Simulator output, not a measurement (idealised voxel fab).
The process module presented herein is designated voxel ribs on slabs.
Section cut is 265 nm wide and gridded with 5 nm square cells.
Cross-sections here: square-cell grids, written as top-down lists of bands, a band being one or more rows of cells.
A band entry consists of two parts. The first gives the height of the band's top and the height of its bottom, in nm. The rest lists the band's materials from left to right, each with its width in nm. A single material labelled with the word "everywhere" fills the band from edge to edge, and the word "empty" marks empty space.
Zero point of the height axis is 0; under it, received wafer = one material. Lowest band: continues down indefinitely, "0 down".
Read "30..40" as a graded width: first number on top, second number at the bottom, same change between each pair of neighbouring rows.
Reading "remained the same" for a step: not a cell of the cross-section changed in it.
"Unvented cavities" lists enclosed empty spaces (at least 8 cells, no open path upward to the top), each as width x height at distance from the left edge, in nm.
If you see something after the settings on a step's line, that's the simulator's own remark about that step.
Steps that use a mask can have "overlay nm" on their line. It says how far the mask sat to the right of where it was meant to be. Negative means to the left.
**The process steps that were planned are listed below**
step 1: RECEIVE, material Si
step 2: DIRECTIONAL_DEP, material SiO2, thk nm 25
step 3: DIRECTIONAL_DEP, material polySi, thk nm 15
step 4: DIRECTIONAL_DEP, material aC, thk nm 15
step 5: PATTERN, tone cover, mask id RIB, material resist, width nm 20, thk nm 30, overlay nm 0
step 6: DIRECTIONAL_ETCH, etch materials aC, depth nm 15
step 7: STRIP, etch materials resist
step 8: DIRECTIONAL_ETCH, etch materials polySi, depth nm 5
step 9: STRIP, etch materials aC
step 10: DIRECTIONAL_DEP, material aC, thk nm 10
step 11: PATTERN, tone cover, mask id SLAB, material resist, width nm 50, thk nm 25, overlay nm 0
step 12: DIRECTIONAL_ETCH, etch materials aC, depth nm 10
step 13: STRIP, etch materials resist
step 14: DIRECTIONAL_ETCH, etch materials polySi, depth nm 10
step 15: STRIP, etch materials aC
step 16: FILL_DEP, material SiO2, thk nm 30
step 17: CMP, height nm 60
step 18: DIRECTIONAL_DEP, material W, thk nm 10
step 19: MASKED_ETCH, tone cover, mask id HEATER, width nm 30, etch materials W, depth nm 10, overlay nm 0
step 20: CONFORMAL_DEP, material SiO2, thk nm 10
**Cross-section of the wafer upon arrival, representing the state reached after step 1**
	0 down | Si everywhere
	Unvented cavities: none
**First of two wafers at the end of the module, shown in cross-section; run carried out as planned**
	80 to 70 | 105 nm empty; 50 nm SiO2; 110 nm empty
	70 to 60 | 115 nm SiO2; 30 nm W; 120 nm SiO2
	60 to 40 | SiO2 everywhere
	40 to 35 | 120 nm SiO2; 20 nm polySi; 125 nm SiO2
	35 to 25 | 105 nm SiO2; 50 nm polySi; 110 nm SiO2
	25 to 0 | SiO2 everywhere
	0 down | Si everywhere
	Unvented cavities: none
**Cross-sectional view: second of two wafers, end of module; start and plan identical to the first, one mistake in running**
	80 to 70 | 105 nm empty; 50 nm SiO2; 110 nm empty
	70 to 60 | 115 nm SiO2; 30 nm W; 120 nm SiO2
	60 to 50 | SiO2 everywhere
	50 to 40 | 105 nm SiO2; 50 nm polySi; 110 nm SiO2
	40 to 25 | polySi everywhere
	25 to 0 | SiO2 everywhere
	0 down | Si everywhere
	Unvented cavities: none
So what did we get wrong on this run? so step 4 ended up running with a different setting than we planned, it ran as DIRECTIONAL_DEP, material polySi, thk nm 15
Wafer comparison, final, in cells, second relative to first, materials more or fewer: 155 fewer of SiO2 | 155 more of polySi
